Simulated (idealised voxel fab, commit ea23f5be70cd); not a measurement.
Title: Process Module voxel capacitor over wiring
This is section cut - it's 195 nm across, gridded in 5 nm square cells.
A cross-section is written here as square cells arranged in a grid, and it is given in bands from the top down, each band taking up one or more rows of cells. Band: top height; bottom height; in nm. Then, left to right: material with width in nm, for each material. "full width": a single material spanning edge to edge. "empty": empty space. The level at which height equals 0 is the one under which the wafer, as it arrives, is entirely one material. No lower edge exists for the bottom band, which continues downward and is notated as in "z 0 and below". A width given as "30..40" starts at the first number in the band's top row and ends at the second number in its bottom row, shifting by an equal amount at every step from row to row. Where the words "changes: none" appear for a step, the cross-section shows no cell changed by that step; every cell remained as before. In "Enclosed internal cavities" the enclosed voids are listed, meaning empty spaces of 8 cells or larger without any opening to the top. The form is width x height at distance, distance from the left edge, units nm. What comes after the settings on a step's line is commentary from the simulator itself on that step. Regarding "overlay nm": on a step with a mask, it is the distance the mask lay to the right of its planned place; a negative value places it to the left.
SET OUT BELOW ARE THE PLANNED STEPS OF THE PROCESS
1 RECEIVE,material Si
2 CONFORMAL_DEP,material SiO2,thk nm 10
3 CONFORMAL_DEP,material SiCN,thk nm 5
4 DIRECTIONAL_DEP,material SiO2,thk nm 20
5 PATTERN,tone open,mask id METAL_1,material resist,width nm 30,pitch nm 100,thk nm 15,overlay nm 0
6 DIRECTIONAL_ETCH,etch materials SiO2,depth nm 20
7 DIRECTIONAL_ETCH,etch materials SiCN,depth nm 5
8 STRIP,etch materials resist
9 CONFORMAL_DEP,material TiN,thk nm 5
10 FILL_DEP,material W,thk nm 5
11 CMP,height nm 35
12 EPI,material Ru,thk nm 5
13 FILL_DEP,material SiCN,thk nm 5
14 DIRECTIONAL_DEP,material lowk,thk nm 15
15 PATTERN,tone open,mask id PLUG_1,material resist,width nm 15,thk nm 15,overlay nm 0
16 DIRECTIONAL_ETCH,etch materials lowk,depth nm 15
17 DIRECTIONAL_ETCH,etch materials SiCN,depth nm 5
18 STRIP,etch materials resist
19 EPI,material Ru,thk nm 10
20 EPI,material Ru,thk nm 10
21 DIRECTIONAL_DEP,material TiN,thk nm 5
22 DIRECTIONAL_DEP,material Al2O3,thk nm 5
23 DIRECTIONAL_DEP,material TiN,thk nm 10
24 PATTERN,tone cover,mask id UPPER_PLATE,material resist,width nm 75,thk nm 20,overlay nm 0
25 DIRECTIONAL_ETCH,etch materials TiN,depth nm 10
26 DIRECTIONAL_ETCH,etch materials Al2O3,depth nm 5
27 STRIP,etch materials resist
28 PATTERN,tone cover,mask id LOWER_PLATE,material resist,width nm 85,thk nm 15,overlay nm 0
29 DIRECTIONAL_ETCH,etch materials TiN,depth nm 5
30 STRIP,etch materials resist
31 FILL_DEP,material SiO2,thk nm 20
32 CMP,height nm 95
33 DIRECTIONAL_DEP,material aC,thk nm 15
34 PATTERN,tone open,mask id PLUG_2,material resist,width nm 15,thk nm 30,overlay nm 0
35 DIRECTIONAL_ETCH,etch materials aC,depth nm 15
36 STRIP,etch materials resist
37 DIRECTIONAL_ETCH,etch materials SiO2,depth nm 15
38 STRIP,etch materials aC
39 CONFORMAL_DEP,material TiN,thk nm 5
40 FILL_DEP,material Cu,thk nm 10
41 CMP,height nm 95
42 CONFORMAL_DEP,material SiCN,thk nm 5
FIRST OF TWO WAFERS, WITH THE RUN CARRIED OUT AS PLANNED
SO THIS IS THE INCOMING WAFER IN CROSS-SECTION - IT'S ALREADY BEEN THROUGH STEP 1
  z 0 and below | Si full width
  Enclosed internal cavities: none
STEP 2 DONE - WAFER CROSS-SECTION
  z 10 to 0 | SiO2 full width
  Lower than 0, everything is as it was.
STEP 3 DONE - WAFER CROSS-SECTION
  z 15 to 10 | SiCN full width
  Lower than 10, everything is as it was.
STEP 4 DONE - WAFER CROSS-SECTION
  z 35 to 15 | SiO2 full width
  Lower than 15, everything is as it was.
STEP 5 DONE - WAFER CROSS-SECTION
  z 50 to 35 | resist 30 nm, empty 30 nm, resist 70 nm, empty 30 nm, resist 35 nm
  Lower than 35, everything is as it was.
STEP 6 DONE - WAFER CROSS-SECTION
  z 50 to 35 | resist 30 nm, empty 30 nm, resist 70 nm, empty 30 nm, resist 35 nm
  z 35 to 15 | SiO2 30 nm, empty 30 nm, SiO2 70 nm, empty 30 nm, SiO2 35 nm
  Lower than 15, everything is as it was.
STEP 7 DONE - WAFER CROSS-SECTION
  z 50 to 35 | resist 30 nm, empty 30 nm, resist 70 nm, empty 30 nm, resist 35 nm
  z 35 to 15 | SiO2 30 nm, empty 30 nm, SiO2 70 nm, empty 30 nm, SiO2 35 nm
  z 15 to 10 | SiCN 30 nm, empty 30 nm, SiCN 70 nm, empty 30 nm, SiCN 35 nm
  Lower than 10, everything is as it was.
STEP 8 DONE - WAFER CROSS-SECTION
  z 35 to 15 | SiO2 30 nm, empty 30 nm, SiO2 70 nm, empty 30 nm, SiO2 35 nm
  Lower than 15, everything is as it was.
STEP 9 DONE - WAFER CROSS-SECTION
  z 40 to 35 | TiN 35 nm, empty 20 nm, TiN 80 nm, empty 20 nm, TiN 40 nm
  z 35 to 15 | SiO2 30 nm, TiN 5 nm, empty 20 nm, TiN 5 nm, SiO2 70 nm, TiN 5 nm, empty 20 nm, TiN 5 nm, SiO2 35 nm
  z 15 to 10 | SiCN 30 nm, TiN 30 nm, SiCN 70 nm, TiN 30 nm, SiCN 35 nm
  Lower than 10, everything is as it was.
STEP 10 DONE - WAFER CROSS-SECTION
  z 45 to 40 | W full width
  z 40 to 35 | TiN 35 nm, W 20 nm, TiN 80 nm, W 20 nm, TiN 40 nm
  z 35 to 15 | SiO2 30 nm, TiN 5 nm, W 20 nm, TiN 5 nm, SiO2 70 nm, TiN 5 nm, W 20 nm, TiN 5 nm, SiO2 35 nm
  Lower than 15, everything is as it was.
STEP 11 DONE - WAFER CROSS-SECTION
  z 35 to 15 | SiO2 30 nm, TiN 5 nm, W 20 nm, TiN 5 nm, SiO2 70 nm, TiN 5 nm, W 20 nm, TiN 5 nm, SiO2 35 nm
  Lower than 15, everything is as it was.
STEP 12 DONE - WAFER CROSS-SECTION
  z 40 to 35 | empty 25 nm, Ru 40 nm, empty 60 nm, Ru 40 nm, empty 30 nm
  Lower than 35, everything is as it was.
STEP 13 DONE - WAFER CROSS-SECTION
  z 45 to 40 | SiCN full width
  z 40 to 35 | SiCN 25 nm, Ru 40 nm, SiCN 60 nm, Ru 40 nm, SiCN 30 nm
  Lower than 35, everything is as it was.
STEP 14 DONE - WAFER CROSS-SECTION
  z 60 to 45 | lowk full width
  Lower than 45, everything is as it was.
STEP 15 DONE - WAFER CROSS-SECTION
  z 75 to 60 | resist 45 nm, empty 15 nm, resist 135 nm
  Lower than 60, everything is as it was.
STEP 16 DONE - WAFER CROSS-SECTION
  z 75 to 60 | resist 45 nm, empty 15 nm, resist 135 nm
  z 60 to 45 | lowk 45 nm, empty 15 nm, lowk 135 nm
  Lower than 45, everything is as it was.
STEP 17 DONE - WAFER CROSS-SECTION
  z 75 to 60 | resist 45 nm, empty 15 nm, resist 135 nm
  z 60 to 45 | lowk 45 nm, empty 15 nm, lowk 135 nm
  z 45 to 40 | SiCN 45 nm, empty 15 nm, SiCN 135 nm
  Lower than 40, everything is as it was.
STEP 18 DONE - WAFER CROSS-SECTION
  z 60 to 45 | lowk 45 nm, empty 15 nm, lowk 135 nm
  Lower than 45, everything is as it was.
STEP 19 DONE - WAFER CROSS-SECTION
  z 60 to 50 | lowk 45 nm, empty 15 nm, lowk 135 nm
  z 50 to 45 | lowk 45 nm, Ru 15 nm, lowk 135 nm
  z 45 to 40 | SiCN 45 nm, Ru 15 nm, SiCN 135 nm
  Lower than 40, everything is as it was.
STEP 20 DONE - WAFER CROSS-SECTION
  z 60 to 45 | lowk 45 nm, Ru 15 nm, lowk 135 nm
  Lower than 45, everything is as it was.
STEP 21 DONE - WAFER CROSS-SECTION
  z 65 to 60 | TiN full width
  Lower than 60, everything is as it was.
STEP 22 DONE - WAFER CROSS-SECTION
  z 70 to 65 | Al2O3 full width
  Lower than 65, everything is as it was.
STEP 23 DONE - WAFER CROSS-SECTION
  z 80 to 70 | TiN full width
  Lower than 70, everything is as it was.
STEP 24 DONE - WAFER CROSS-SECTION
  z 100 to 80 | empty 45 nm, resist 75 nm, empty 75 nm
  Lower than 80, everything is as it was.
STEP 25 DONE - WAFER CROSS-SECTION
  z 100 to 80 | empty 45 nm, resist 75 nm, empty 75 nm
  z 80 to 70 | empty 45 nm, TiN 75 nm, empty 75 nm
  Lower than 70, everything is as it was.
STEP 26 DONE - WAFER CROSS-SECTION
  z 100 to 80 | empty 45 nm, resist 75 nm, empty 75 nm
  z 80 to 70 | empty 45 nm, TiN 75 nm, empty 75 nm
  z 70 to 65 | empty 45 nm, Al2O3 75 nm, empty 75 nm
  Lower than 65, everything is as it was.
STEP 27 DONE - WAFER CROSS-SECTION
  z 80 to 70 | empty 45 nm, TiN 75 nm, empty 75 nm
  Lower than 70, everything is as it was.
STEP 28 DONE - WAFER CROSS-SECTION
  z 95 to 80 | empty 40 nm, resist 85 nm, empty 70 nm
  z 80 to 70 | empty 40 nm, resist 5 nm, TiN 75 nm, resist 5 nm, empty 70 nm
  z 70 to 65 | empty 40 nm, resist 5 nm, Al2O3 75 nm, resist 5 nm, empty 70 nm
  Lower than 65, everything is as it was.
STEP 29 DONE - WAFER CROSS-SECTION
  z 95 to 80 | empty 40 nm, resist 85 nm, empty 70 nm
  z 80 to 70 | empty 40 nm, resist 5 nm, TiN 75 nm, resist 5 nm, empty 70 nm
  z 70 to 65 | empty 40 nm, resist 5 nm, Al2O3 75 nm, resist 5 nm, empty 70 nm
  z 65 to 60 | empty 40 nm, TiN 85 nm, empty 70 nm
  Lower than 60, everything is as it was.
STEP 30 DONE - WAFER CROSS-SECTION
  z 80 to 70 | empty 45 nm, TiN 75 nm, empty 75 nm
  z 70 to 65 | empty 45 nm, Al2O3 75 nm, empty 75 nm
  Lower than 65, everything is as it was.
STEP 31 DONE - WAFER CROSS-SECTION
  z 100 to 80 | SiO2 full width
  z 80 to 70 | SiO2 45 nm, TiN 75 nm, SiO2 75 nm
  z 70 to 65 | SiO2 45 nm, Al2O3 75 nm, SiO2 75 nm
  z 65 to 60 | SiO2 40 nm, TiN 85 nm, SiO2 70 nm
  Lower than 60, everything is as it was.
STEP 32 DONE - WAFER CROSS-SECTION
  z 95 to 80 | SiO2 full width
  Lower than 80, everything is as it was.
STEP 33 DONE - WAFER CROSS-SECTION
  z 110 to 95 | aC full width
  Lower than 95, everything is as it was.
STEP 34 DONE - WAFER CROSS-SECTION
  z 140 to 110 | resist 55 nm, empty 15 nm, resist 125 nm
  Lower than 110, everything is as it was.
STEP 35 DONE - WAFER CROSS-SECTION
  z 125 to 110 | resist 55 nm, empty 15 nm, resist 125 nm
  z 110 to 95 | aC 55 nm, empty 15 nm, aC 125 nm
  Lower than 95, everything is as it was.
STEP 36 DONE - WAFER CROSS-SECTION
  z 110 to 95 | aC 55 nm, empty 15 nm, aC 125 nm
  Lower than 95, everything is as it was.
STEP 37 DONE - WAFER CROSS-SECTION
  z 110 to 95 | aC 55 nm, empty 15 nm, aC 125 nm
  z 95 to 80 | SiO2 55 nm, empty 15 nm, SiO2 125 nm
  Lower than 80, everything is as it was.
STEP 38 DONE - WAFER CROSS-SECTION
  z 95 to 80 | SiO2 55 nm, empty 15 nm, SiO2 125 nm
  Lower than 80, everything is as it was.
STEP 39 DONE - WAFER CROSS-SECTION
  z 100 to 95 | TiN 60 nm, empty 5 nm, TiN 130 nm
  z 95 to 85 | SiO2 55 nm, TiN 5 nm, empty 5 nm, TiN 5 nm, SiO2 125 nm
  z 85 to 80 | SiO2 55 nm, TiN 15 nm, SiO2 125 nm
  Lower than 80, everything is as it was.
STEP 40 DONE - WAFER CROSS-SECTION
  z 110 to 100 | Cu full width
  z 100 to 95 | TiN 60 nm, Cu 5 nm, TiN 130 nm
  z 95 to 85 | SiO2 55 nm, TiN 5 nm, Cu 5 nm, TiN 5 nm, SiO2 125 nm
  Lower than 85, everything is as it was.
STEP 41 DONE - WAFER CROSS-SECTION
  z 95 to 85 | SiO2 55 nm, TiN 5 nm, Cu 5 nm, TiN 5 nm, SiO2 125 nm
  Lower than 85, everything is as it was.
STEP 42 DONE - WAFER CROSS-SECTION
  z 100 to 95 | SiCN full width
  Lower than 95, everything is as it was.
OKAY, SECOND WAFER. NOTHING DIFFERENT AT THE START, NOTHING DIFFERENT IN THE PLAN, JUST ONE MISTAKE SOMEWHERE IN THE RUNNING. AS FAR AS STEP 9, COUNTING THAT STEP, IT'S THE FIRST WAFER ALL OVER AGAIN
SECOND WAFER, SECTION VIEW, TIME POINT: SCHEDULED END OF STEP 10
  z 45 to 40 | Cu full width
  z 40 to 35 | TiN 35 nm, Cu 20 nm, TiN 80 nm, Cu 20 nm, TiN 40 nm
  z 35 to 15 | SiO2 30 nm, TiN 5 nm, Cu 20 nm, TiN 5 nm, SiO2 70 nm, TiN 5 nm, Cu 20 nm, TiN 5 nm, SiO2 35 nm
  Lower than 15, everything is as it was.
SECOND WAFER, SECTION VIEW, TIME POINT: SCHEDULED END OF STEP 11
  z 35 to 15 | SiO2 30 nm, TiN 5 nm, Cu 20 nm, TiN 5 nm, SiO2 70 nm, TiN 5 nm, Cu 20 nm, TiN 5 nm, SiO2 35 nm
  Lower than 15, everything is as it was.
SECOND WAFER, SECTION VIEW, TIME POINT: SCHEDULED END OF STEP 12
  z 40 to 35 | empty 25 nm, Ru 40 nm, empty 60 nm, Ru 40 nm, empty 30 nm
  Lower than 35, everything is as it was.
SECOND WAFER, SECTION VIEW, TIME POINT: SCHEDULED END OF STEP 13
  z 45 to 40 | SiCN full width
  z 40 to 35 | SiCN 25 nm, Ru 40 nm, SiCN 60 nm, Ru 40 nm, SiCN 30 nm
  Lower than 35, everything is as it was.
SECOND WAFER, SECTION VIEW, TIME POINT: SCHEDULED END OF STEP 14
  z 60 to 45 | lowk full width
  Lower than 45, everything is as it was.
SECOND WAFER, SECTION VIEW, TIME POINT: SCHEDULED END OF STEP 15
  z 75 to 60 | resist 45 nm, empty 15 nm, resist 135 nm
  Lower than 60, everything is as it was.
SECOND WAFER, SECTION VIEW, TIME POINT: SCHEDULED END OF STEP 16
  z 75 to 60 | resist 45 nm, empty 15 nm, resist 135 nm
  z 60 to 45 | lowk 45 nm, empty 15 nm, lowk 135 nm
  Lower than 45, everything is as it was.
SECOND WAFER, SECTION VIEW, TIME POINT: SCHEDULED END OF STEP 17
  z 75 to 60 | resist 45 nm, empty 15 nm, resist 135 nm
  z 60 to 45 | lowk 45 nm, empty 15 nm, lowk 135 nm
  z 45 to 40 | SiCN 45 nm, empty 15 nm, SiCN 135 nm
  Lower than 40, everything is as it was.
SECOND WAFER, SECTION VIEW, TIME POINT: SCHEDULED END OF STEP 18
  z 60 to 45 | lowk 45 nm, empty 15 nm, lowk 135 nm
  Lower than 45, everything is as it was.
SECOND WAFER, SECTION VIEW, TIME POINT: SCHEDULED END OF STEP 19
  z 60 to 50 | lowk 45 nm, empty 15 nm, lowk 135 nm
  z 50 to 45 | lowk 45 nm, Ru 15 nm, lowk 135 nm
  z 45 to 40 | SiCN 45 nm, Ru 15 nm, SiCN 135 nm
  Lower than 40, everything is as it was.
SECOND WAFER, SECTION VIEW, TIME POINT: SCHEDULED END OF STEP 20
  z 60 to 45 | lowk 45 nm, Ru 15 nm, lowk 135 nm
  Lower than 45, everything is as it was.
SECOND WAFER, SECTION VIEW, TIME POINT: SCHEDULED END OF STEP 21
  z 65 to 60 | TiN full width
  Lower than 60, everything is as it was.
SECOND WAFER, SECTION VIEW, TIME POINT: SCHEDULED END OF STEP 22
  z 70 to 65 | Al2O3 full width
  Lower than 65, everything is as it was.
SECOND WAFER, SECTION VIEW, TIME POINT: SCHEDULED END OF STEP 23
  z 80 to 70 | TiN full width
  Lower than 70, everything is as it was.
SECOND WAFER, SECTION VIEW, TIME POINT: SCHEDULED END OF STEP 24
  z 100 to 80 | empty 45 nm, resist 75 nm, empty 75 nm
  Lower than 80, everything is as it was.
SECOND WAFER, SECTION VIEW, TIME POINT: SCHEDULED END OF STEP 25
  z 100 to 80 | empty 45 nm, resist 75 nm, empty 75 nm
  z 80 to 70 | empty 45 nm, TiN 75 nm, empty 75 nm
  Lower than 70, everything is as it was.
SECOND WAFER, SECTION VIEW, TIME POINT: SCHEDULED END OF STEP 26
  z 100 to 80 | empty 45 nm, resist 75 nm, empty 75 nm
  z 80 to 70 | empty 45 nm, TiN 75 nm, empty 75 nm
  z 70 to 65 | empty 45 nm, Al2O3 75 nm, empty 75 nm
  Lower than 65, everything is as it was.
SECOND WAFER, SECTION VIEW, TIME POINT: SCHEDULED END OF STEP 27
  z 80 to 70 | empty 45 nm, TiN 75 nm, empty 75 nm
  Lower than 70, everything is as it was.
SECOND WAFER, SECTION VIEW, TIME POINT: SCHEDULED END OF STEP 28
  z 95 to 80 | empty 40 nm, resist 85 nm, empty 70 nm
  z 80 to 70 | empty 40 nm, resist 5 nm, TiN 75 nm, resist 5 nm, empty 70 nm
  z 70 to 65 | empty 40 nm, resist 5 nm, Al2O3 75 nm, resist 5 nm, empty 70 nm
  Lower than 65, everything is as it was.
SECOND WAFER, SECTION VIEW, TIME POINT: SCHEDULED END OF STEP 29
  z 95 to 80 | empty 40 nm, resist 85 nm, empty 70 nm
  z 80 to 70 | empty 40 nm, resist 5 nm, TiN 75 nm, resist 5 nm, empty 70 nm
  z 70 to 65 | empty 40 nm, resist 5 nm, Al2O3 75 nm, resist 5 nm, empty 70 nm
  z 65 to 60 | empty 40 nm, TiN 85 nm, empty 70 nm
  Lower than 60, everything is as it was.
SECOND WAFER, SECTION VIEW, TIME POINT: SCHEDULED END OF STEP 30
  z 80 to 70 | empty 45 nm, TiN 75 nm, empty 75 nm
  z 70 to 65 | empty 45 nm, Al2O3 75 nm, empty 75 nm
  Lower than 65, everything is as it was.
SECOND WAFER, SECTION VIEW, TIME POINT: SCHEDULED END OF STEP 31
  z 100 to 80 | SiO2 full width
  z 80 to 70 | SiO2 45 nm, TiN 75 nm, SiO2 75 nm
  z 70 to 65 | SiO2 45 nm, Al2O3 75 nm, SiO2 75 nm
  z 65 to 60 | SiO2 40 nm, TiN 85 nm, SiO2 70 nm
  Lower than 60, everything is as it was.
SECOND WAFER, SECTION VIEW, TIME POINT: SCHEDULED END OF STEP 32
  z 95 to 80 | SiO2 full width
  Lower than 80, everything is as it was.
SECOND WAFER, SECTION VIEW, TIME POINT: SCHEDULED END OF STEP 33
  z 110 to 95 | aC full width
  Lower than 95, everything is as it was.
SECOND WAFER, SECTION VIEW, TIME POINT: SCHEDULED END OF STEP 34
  z 140 to 110 | resist 55 nm, empty 15 nm, resist 125 nm
  Lower than 110, everything is as it was.
SECOND WAFER, SECTION VIEW, TIME POINT: SCHEDULED END OF STEP 35
  z 125 to 110 | resist 55 nm, empty 15 nm, resist 125 nm
  z 110 to 95 | aC 55 nm, empty 15 nm, aC 125 nm
  Lower than 95, everything is as it was.
SECOND WAFER, SECTION VIEW, TIME POINT: SCHEDULED END OF STEP 36
  z 110 to 95 | aC 55 nm, empty 15 nm, aC 125 nm
  Lower than 95, everything is as it was.
SECOND WAFER, SECTION VIEW, TIME POINT: SCHEDULED END OF STEP 37
  z 110 to 95 | aC 55 nm, empty 15 nm, aC 125 nm
  z 95 to 80 | SiO2 55 nm, empty 15 nm, SiO2 125 nm
  Lower than 80, everything is as it was.
SECOND WAFER, SECTION VIEW, TIME POINT: SCHEDULED END OF STEP 38
  z 95 to 80 | SiO2 55 nm, empty 15 nm, SiO2 125 nm
  Lower than 80, everything is as it was.
SECOND WAFER, SECTION VIEW, TIME POINT: SCHEDULED END OF STEP 39
  z 100 to 95 | TiN 60 nm, empty 5 nm, TiN 130 nm
  z 95 to 85 | SiO2 55 nm, TiN 5 nm, empty 5 nm, TiN 5 nm, SiO2 125 nm
  z 85 to 80 | SiO2 55 nm, TiN 15 nm, SiO2 125 nm
  Lower than 80, everything is as it was.
SECOND WAFER, SECTION VIEW, TIME POINT: SCHEDULED END OF STEP 40
  z 110 to 100 | Cu full width
  z 100 to 95 | TiN 60 nm, Cu 5 nm, TiN 130 nm
  z 95 to 85 | SiO2 55 nm, TiN 5 nm, Cu 5 nm, TiN 5 nm, SiO2 125 nm
  Lower than 85, everything is as it was.
SECOND WAFER, SECTION VIEW, TIME POINT: SCHEDULED END OF STEP 41
  z 95 to 85 | SiO2 55 nm, TiN 5 nm, Cu 5 nm, TiN 5 nm, SiO2 125 nm
  Lower than 85, everything is as it was.
SECOND WAFER, SECTION VIEW, TIME POINT: SCHEDULED END OF STEP 42
  z 100 to 95 | SiCN full width
  Lower than 95, everything is as it was.
Here's what went sideways: heads up, step 10 didn't go per plan, it actually ran as FILL_DEP,material Cu,thk nm 5
Per the end-of-run cell counts, the second wafer holds more or fewer of some materials than the first: +32 Cu | -32 W
